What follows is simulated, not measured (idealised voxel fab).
Process module name: voxel transistor to metal
For reference, the cross-section in this document is cut, with width 285 nm and square cells of 5 nm.
Bands, listed from the top down, are how a cross-section gets written in this document; the cross-section itself is a grid of square cells, and a band is one or more rows of them. Heads up on the band format: heights come first, top then bottom, in nm. After that it's the materials left to right, each with its width in nm. A single material flagged "all across" fills the whole band edge to edge, and "blank" means there's empty space there. Heights are expressed relative to 0, this being the level below which the as-received wafer comprises one material exclusively. The lowest band is unbounded in the downward direction and is denoted as in "z 0 and below". You'd read "30->40" like this: the band's top row of cells is as wide as the first number, its bottom row is as wide as the second, and going down, every row changes width by the same amount as the row before did. "no change occurred" for a step: no cell of the cross-section changed in that step. So "Unvented cavities" is basically the list of trapped voids: any empty space of 8 cells or more that can't reach the top through an opening. They're written width x height at distance, the distance being from the left edge, and it's all nm. Note: text after step settings on the step line = simulator remark on that step. overlay nm: mask offset rightward from planned place, masked step; negative means leftward offset.
## So here's the lineup of process steps we planned
1) RECEIVE (material Si)
2) OXIDIZE (depth nm 5)
3) CONFORMAL_DEP (material SiN; thk nm 10)
4) PATTERN (tone cover; mask id ACTIVE; material resist; width nm 110; pitch nm 135; thk nm 20; overlay nm 0)
5) DIRECTIONAL_ETCH (etch materials SiN; depth nm 10)
6) DIRECTIONAL_ETCH (etch materials SiO2; depth nm 5)
7) DIRECTIONAL_ETCH (etch materials Si; depth nm 30)
8) STRIP (etch materials resist)
9) OXIDIZE (depth nm 5)
10) FILL_DEP (material SiO2; thk nm 10)
11) CMP (height nm 10)
12) SELECTIVE_ETCH (etch materials SiO2; depth nm 10)
13) STRIP (etch materials SiN)
14) SELECTIVE_ETCH (etch materials SiO2; depth nm 5)
15) OXIDIZE (depth nm 5)
16) DIRECTIONAL_DEP (material polySi; thk nm 30)
17) DIRECTIONAL_DEP (material SiCN; thk nm 15)
18) PATTERN (tone cover; mask id GATE; material resist; width nm 30; pitch nm 135; thk nm 20; overlay nm 0)
19) DIRECTIONAL_ETCH (etch materials SiCN; depth nm 25)
20) DIRECTIONAL_ETCH (etch materials polySi; depth nm 40)
21) STRIP (etch materials resist)
22) CONFORMAL_DEP (material SiO2; thk nm 5)
23) DIRECTIONAL_ETCH (etch materials SiO2; depth nm 5)
24) CONFORMAL_DEP (material SiN; thk nm 10)
25) DIRECTIONAL_ETCH (etch materials SiN; depth nm 10)
26) DIRECTIONAL_ETCH (etch materials SiO2; depth nm 5)
27) DIRECTIONAL_ETCH (etch materials Si; depth nm 10)
28) EPI (material pSi; thk nm 10)
29) FILL_DEP (material SiO2; thk nm 5)
30) CMP (height nm 25)
31) STRIP (etch materials polySi)
32) SELECTIVE_ETCH (etch materials SiO2; depth nm 5)
33) CONFORMAL_DEP (material HfO2; thk nm 5)
34) CONFORMAL_DEP (material TiN; thk nm 5)
35) FILL_DEP (material W; thk nm 10)
36) CMP (height nm 20)
37) DIRECTIONAL_DEP (material SiO2; thk nm 10)
38) MASKED_ETCH (tone open; mask id CONTACT; width nm 15; etch materials SiO2; depth nm 40; overlay nm 0)
39) CONFORMAL_DEP (material TiN; thk nm 5)
40) FILL_DEP (material Ru; thk nm 10)
41) CMP (height nm 30)
42) CONFORMAL_DEP (material SiN; thk nm 5)
43) DIRECTIONAL_DEP (material lowk; thk nm 20)
44) MASKED_ETCH (tone open; mask id METAL_1; width nm 15; etch materials lowk; depth nm 20; overlay nm 0)
45) MASKED_ETCH (tone open; mask id METAL_1; width nm 15; etch materials SiN; depth nm 5; overlay nm 0)
46) CONFORMAL_DEP (material TiN; thk nm 5)
47) FILL_DEP (material Ru; thk nm 10)
48) CMP (height nm 55)
49) CONFORMAL_DEP (material SiCN; thk nm 5)
50) DIRECTIONAL_DEP (material lowk; thk nm 30)
51) PATTERN (tone open; mask id METAL_2; material resist; width nm 15; pitch nm 135; thk nm 15; overlay nm 0)
52) DIRECTIONAL_ETCH (etch materials lowk; depth nm 20)
53) STRIP (etch materials resist)
54) MASKED_ETCH (tone open; mask id METAL_2_HOLES; width nm 15; pitch nm 135; etch materials lowk; depth nm 10; overlay nm 0)
55) MASKED_ETCH (tone open; mask id METAL_2_HOLES; width nm 15; pitch nm 135; etch materials SiCN; depth nm 5; overlay nm 0)
56) CONFORMAL_DEP (material TiN; thk nm 5)
57) FILL_DEP (material Cu; thk nm 10)
58) CMP (height nm 90)
59) CONFORMAL_DEP (material SiCN; thk nm 5)
## Cross-section of the incoming wafer, state after step 1
z 0 and below = Si all across
Unvented cavities: none
## End-of-module XS, first of two wafers, run as planned
z 95 to 90 = SiCN all across
z 90 to 60 = 30 lowk  5 TiN  5 Cu  5 TiN  120 lowk  5 TiN  5 Cu  5 TiN  105 lowk
z 60 to 55 = 30 SiCN  15 TiN  120 SiCN  15 TiN  105 SiCN
z 55 to 35 = 30 lowk  5 TiN  5 Ru  5 TiN  60 lowk  5 TiN  5 Ru  5 TiN  45 lowk  5 TiN  5 Ru  5 TiN  60 lowk  5 TiN  5 Ru  5 TiN  30 lowk
z 35 to 30 = 30 SiN  15 TiN  60 SiN  15 TiN  45 SiN  15 TiN  60 SiN  15 TiN  30 SiN
z 30 to 20 = 30 SiO2  5 TiN  5 Ru  5 TiN  60 SiO2  5 TiN  5 Ru  5 TiN  45 SiO2  5 TiN  5 Ru  5 TiN  60 SiO2  5 TiN  5 Ru  5 TiN  30 SiO2
z 20 to 5 = 30 SiO2  5 TiN  5 Ru  5 TiN  10 SiN  5 HfO2  5 TiN  20 W  5 TiN  5 HfO2  10 SiN  5 TiN  5 Ru  5 TiN  45 SiO2  5 TiN  5 Ru  5 TiN  10 SiN  5 HfO2  5 TiN  20 W  5 TiN  5 HfO2  10 SiN  5 TiN  5 Ru  5 TiN  30 SiO2
z 5 to 0 = 30 SiO2  15 TiN  10 SiN  5 HfO2  5 TiN  20 W  5 TiN  5 HfO2  10 SiN  15 TiN  45 SiO2  15 TiN  10 SiN  5 HfO2  5 TiN  20 W  5 TiN  5 HfO2  10 SiN  15 TiN  30 SiO2
z 0 to -5 = 30 SiO2  5 TiN  10 pSi  10 SiN  5 HfO2  30 TiN  5 HfO2  10 SiN  10 pSi  5 TiN  45 SiO2  5 TiN  10 pSi  10 SiN  5 HfO2  30 TiN  5 HfO2  10 SiN  10 pSi  5 TiN  30 SiO2
z -5 to -10 = 30 SiO2  5 TiN  10 pSi  10 SiO2  40 HfO2  10 SiO2  10 pSi  5 TiN  45 SiO2  5 TiN  10 pSi  10 SiO2  40 HfO2  10 SiO2  10 pSi  5 TiN  30 SiO2
z -10 to -20 = 25 SiO2  20 pSi  60 Si  20 pSi  35 SiO2  20 pSi  60 Si  20 pSi  25 SiO2
z -20 to -40 = 25 SiO2  100 Si  35 SiO2  100 Si  25 SiO2
z -40 and below = Si all across
Unvented cavities: none
## Wafer two, end of module, cross-section. Same start, same plan as wafer one. One mistake in the run
z 95 to 90 = SiCN all across
z 90 to 60 = 30 lowk  5 TiN  5 Cu  5 TiN  120 lowk  5 TiN  5 Cu  5 TiN  105 lowk
z 60 to 55 = 30 SiCN  15 TiN  120 SiCN  15 TiN  105 SiCN
z 55 to 40 = 25 lowk  5 TiN  15 Ru  5 TiN  50 lowk  5 TiN  15 Ru  5 TiN  35 lowk  5 TiN  15 Ru  5 TiN  50 lowk  5 TiN  15 Ru  5 TiN  25 lowk
z 40 to 35 = 25 lowk  10 TiN  5 Ru  10 TiN  50 lowk  10 TiN  5 Ru  10 TiN  35 lowk  10 TiN  5 Ru  10 TiN  50 lowk  10 TiN  5 Ru  10 TiN  25 lowk
z 35 to 30 = 30 SiN  15 TiN  60 SiN  15 TiN  45 SiN  15 TiN  60 SiN  15 TiN  30 SiN
z 30 to 20 = 30 SiO2  5 TiN  5 Ru  5 TiN  60 SiO2  5 TiN  5 Ru  5 TiN  45 SiO2  5 TiN  5 Ru  5 TiN  60 SiO2  5 TiN  5 Ru  5 TiN  30 SiO2
z 20 to 5 = 30 SiO2  5 TiN  5 Ru  5 TiN  10 SiN  5 HfO2  5 TiN  20 W  5 TiN  5 HfO2  10 SiN  5 TiN  5 Ru  5 TiN  45 SiO2  5 TiN  5 Ru  5 TiN  10 SiN  5 HfO2  5 TiN  20 W  5 TiN  5 HfO2  10 SiN  5 TiN  5 Ru  5 TiN  30 SiO2
z 5 to 0 = 30 SiO2  15 TiN  10 SiN  5 HfO2  5 TiN  20 W  5 TiN  5 HfO2  10 SiN  15 TiN  45 SiO2  15 TiN  10 SiN  5 HfO2  5 TiN  20 W  5 TiN  5 HfO2  10 SiN  15 TiN  30 SiO2
z 0 to -5 = 30 SiO2  5 TiN  10 pSi  10 SiN  5 HfO2  30 TiN  5 HfO2  10 SiN  10 pSi  5 TiN  45 SiO2  5 TiN  10 pSi  10 SiN  5 HfO2  30 TiN  5 HfO2  10 SiN  10 pSi  5 TiN  30 SiO2
z -5 to -10 = 30 SiO2  5 TiN  10 pSi  10 SiO2  40 HfO2  10 SiO2  10 pSi  5 TiN  45 SiO2  5 TiN  10 pSi  10 SiO2  40 HfO2  10 SiO2  10 pSi  5 TiN  30 SiO2
z -10 to -20 = 25 SiO2  20 pSi  60 Si  20 pSi  35 SiO2  20 pSi  60 Si  20 pSi  25 SiO2
z -20 to -40 = 25 SiO2  100 Si  35 SiO2  100 Si  25 SiO2
z -40 and below = Si all across
Unvented cavities: none
Nonconformance to the process plan: step 44, actual vs plan mismatch, actual run MASKED_ETCH (tone open; mask id METAL_1; width nm 25; etch materials lowk; depth nm 20; overlay nm 0)
Final comparison by cell count, materials where the second wafer has more or fewer than the first: 24 more of Ru, 8 more of TiN, 32 fewer of lowk
